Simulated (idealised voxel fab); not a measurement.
Process module, titled voxel tone inversion
In the cross-section labelled cut, the width is 230 nm and each square cell is 5 nm.
Cross-sections here: square-cell grids, written as top-down lists of bands, a band being one or more rows of cells.
For a band, the entry starts with two heights in nm, that of the top and then that of the bottom, and carries on with the band's materials in order from left to right, each alongside its width in nm; the word "everywhere" beside a single material means it fills the band edge to edge, and "air" means empty space.
Height 0 is the level under which the wafer as received is all one material. The lowest band goes on downwards, as in "0 nm and below".
So if you see something like "30 to 40" for the width, read it as the top row of the band sitting at the first number and the bottom row at the second, with every row in between moving by the same amount as the last.
Reading "no change" for a step: not a cell of the cross-section changed in it.
"Closed void table" specifies each empty space that is not open to the top and that occupies no fewer than 8 cells, using the form width x height at distance, the distance measured from the left edge and all three quantities in nm.
The remark found on a step's line after its settings is issued by the simulator itself and pertains to that step.
Each step line may optionally specify "overlay nm", which for a step with a mask gives the rightward distance between the mask's planned place and where it lay, a negative value indicating the leftward direction.
Below is the list of planned process steps
- 1: RECEIVE: material Si
- 2: CONFORMAL_DEP: material SiN, thk nm 5
- 3: DIRECTIONAL_DEP: material aC, thk nm 20
- 4: PATTERN: tone cover, mask id POSTS, material resist, width nm 25, pitch nm 45, thk nm 30, overlay nm 0
- 5: DIRECTIONAL_ETCH: etch materials aC, depth nm 20
- 6: STRIP: etch materials resist
- 7: FILL_DEP: material SiO2, thk nm 5
- 8: CMP: height nm 25
- 9: STRIP: etch materials aC
Wafer cross-section on receipt, i.e. after step 1
* 0 nm and below: Si everywhere
* Closed void table: none
The following cross-section depicts the wafer upon conclusion of the module. Processing commenced from the starting condition illustrated above and adhered to the plan illustrated above, save for one mistake in execution
* 25 nm to 5 nm: 80 nm air / 25 nm SiO2 / 20 nm air / 25 nm SiO2 / 80 nm air
* 5 nm to 0 nm: SiN everywhere
* 0 nm and below: Si everywhere
* Closed void table: none
Plan not followed: step 4 did not use the planned setting and instead ran as PATTERN: tone open, mask id POSTS, material resist, width nm 25, pitch nm 45, thk nm 30, overlay nm 0
